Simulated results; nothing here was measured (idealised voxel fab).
The document below concerns the process module designated voxel spacer lines.
Section cut is 260 nm wide and gridded with 5 nm square cells.
Just so we're on the same page, the cross-sections are grids of square cells, and they're listed out in bands top to bottom, each band one or more rows deep. A band entry consists of two parts. The first gives the height of the band's top and the height of its bottom, in nm. The rest lists the band's materials from left to right, each with its width in nm. A single material labelled with the word "full width" fills the band from edge to edge, and the word "blank" marks empty space. We count height from 0. Below that, the starting wafer is all one material. The lowest band never ends at the bottom but goes on down; see "0 and below" for how that is written. So if you see something like "30 to 40" for the width, read it as the top row of the band sitting at the first number and the bottom row at the second, with every row in between moving by the same amount as the last. Step marked "nothing different"? Then no cell in the cross-section changed in it. Closed-off voids: empty space of 8 cells or more with no open way to the top, each as width x height at its distance from the left edge, in nm. after a step's settings: what the simulator itself notes on the step. A step line may carry the setting "overlay nm", which, for steps involving a mask, states the distance by which the mask lay to the right of its intended position; negative values denote displacement to the left.
List of planned process steps:
1 RECEIVE: material Si
2 CONFORMAL_DEP: material Al2O3, thk nm 5
3 DIRECTIONAL_DEP: material SiN, thk nm 15
4 DIRECTIONAL_DEP: material aC, thk nm 25
5 PATTERN: tone cover, mask id MANDREL, material resist, width nm 20, pitch nm 60, thk nm 35, overlay nm 0
6 DIRECTIONAL_ETCH: etch materials aC, depth nm 25
7 STRIP: etch materials resist
8 CONFORMAL_DEP: material SiO2, thk nm 10
9 DIRECTIONAL_ETCH: etch materials SiO2, depth nm 10
10 STRIP: etch materials aC
11 DIRECTIONAL_ETCH: etch materials SiN, depth nm 15
12 STRIP: etch materials SiO2
Wafer at receipt (post step 1), cross-section:
* 0 and below | Si full width
* Closed-off voids: none
The following cross-section depicts the wafer upon conclusion of the module. Processing commenced from the starting condition illustrated above and adhered to the plan illustrated above, save for one mistake in execution:
* 20 down to 5 | blank 85 nm | SiN 10 nm | blank 15 nm | SiN 10 nm | blank 25 nm | SiN 10 nm | blank 15 nm | SiN 10 nm | blank 80 nm
* 5 down to 0 | Al2O3 full width
* 0 and below | Si full width
* Closed-off voids: none
Misprocessing identified: step 5 was run on a setting that differed from the plan, and what really ran there is PATTERN: tone cover, mask id MANDREL, material resist, width nm 15, pitch nm 60, thk nm 35, overlay nm 0
